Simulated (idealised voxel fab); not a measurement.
The following process module bears the name voxel self aligned vias.
Section shown: cut. Width: 185 nm. Cell size: 5 nm, square.
A cross-section is a grid of square cells, given in bands from the top down. A band is one or more rows of cells. What a band's entry tells you: where the top is and where the bottom is, as heights in nm, and after that what lies inside, material by material from left to right, each with its width in nm. Empty space is written as the word "air", and a single material marked with the word "edge to edge" occupies the band from edge to edge. Counting heights begins at 0, where everything beneath is, in the wafer as received, one material. The lowest band has no bottom; it goes on downwards, as "0 down" shows. A width given as "30 to 40" starts at the first number in the band's top row and ends at the second number in its bottom row, shifting by an equal amount at every step from row to row. It should be understood that the words "remains unaltered", when stated for a given step, signify that the cross-section underwent no change in any of its cells during that step. The label "Sealed internal voids" introduces a list of the empty spaces, 8 cells or larger, that have no open way up to the top; each entry in it reads width x height at distance, where the distance is taken from the left edge and all three are stated in nm. That trailing text on a step's line, after the settings, is the simulator's own remark on the step. The setting "overlay nm" may be written on the line of a step. When the step uses a mask, the value reports how far to the right of the planned place the mask lay, and a negative value reports that it lay to the left.
So here's the lineup of process steps we planned:
1 RECEIVE (material Si)
2 CONFORMAL_DEP (material SiO2; thk nm 15)
3 CONFORMAL_DEP (material SiCN; thk nm 5)
4 DIRECTIONAL_DEP (material SiO2; thk nm 30)
5 DIRECTIONAL_DEP (material aC; thk nm 15)
6 PATTERN (tone open; mask id LINES; material resist; width nm 20; pitch nm 70; thk nm 30; overlay nm 0)
7 DIRECTIONAL_ETCH (etch materials aC; depth nm 15)
8 STRIP (etch materials resist)
9 DIRECTIONAL_ETCH (etch materials SiO2; depth nm 30)
10 STRIP (etch materials aC)
11 CONFORMAL_DEP (material TiN; thk nm 5)
12 FILL_DEP (material W; thk nm 10)
13 CMP (height nm 50)
14 SELECTIVE_ETCH (etch materials W Ru TiN; depth nm 5)
15 FILL_DEP (material SiN; thk nm 5)
16 CMP (height nm 50)
17 DIRECTIONAL_DEP (material SiO2; thk nm 15)
18 MASKED_ETCH (tone open; mask id VIAS; width nm 40; pitch nm 70; etch materials SiO2; depth nm 15; overlay nm 0)
19 MASKED_ETCH (tone open; mask id VIAS; width nm 40; pitch nm 70; etch materials SiN; depth nm 5; overlay nm 0)
20 CONFORMAL_DEP (material TiN; thk nm 5)
21 FILL_DEP (material W; thk nm 5)
22 CMP (height nm 65)
23 CONFORMAL_DEP (material SiCN; thk nm 5)
The plan shows the width nm of step 6 as the first wafer had it; this setting differs between the wafers, which start out alike.
Received wafers, first of several: cross-section after step 1:
> 0 down  Si edge to edge
> Sealed internal voids: none
What follows is a table in which each wafer occupies a row; for the wafer as it stands at the close of the module, the row states, material by material, how many cells have been gained (+) or lost (-) since receipt, and then gives its closed voids:
width nm 20; +74 SiCN; +348 SiO2; +52 TiN; +44 W; Sealed internal voids: none
width nm 25; +74 SiCN; +336 SiO2; +54 TiN; +54 W; Sealed internal voids: none
width nm 30; +74 SiCN; +324 SiO2; +56 TiN; +64 W; Sealed internal voids: none
width nm 35; +74 SiCN; +312 SiO2; +58 TiN; +74 W; Sealed internal voids: none
width nm 40; +74 SiCN; +300 SiO2; +60 TiN; +84 W; Sealed internal voids: none
width nm 45; +74 SiCN; +2 SiN; +288 SiO2; +62 TiN; +92 W; Sealed internal voids: none
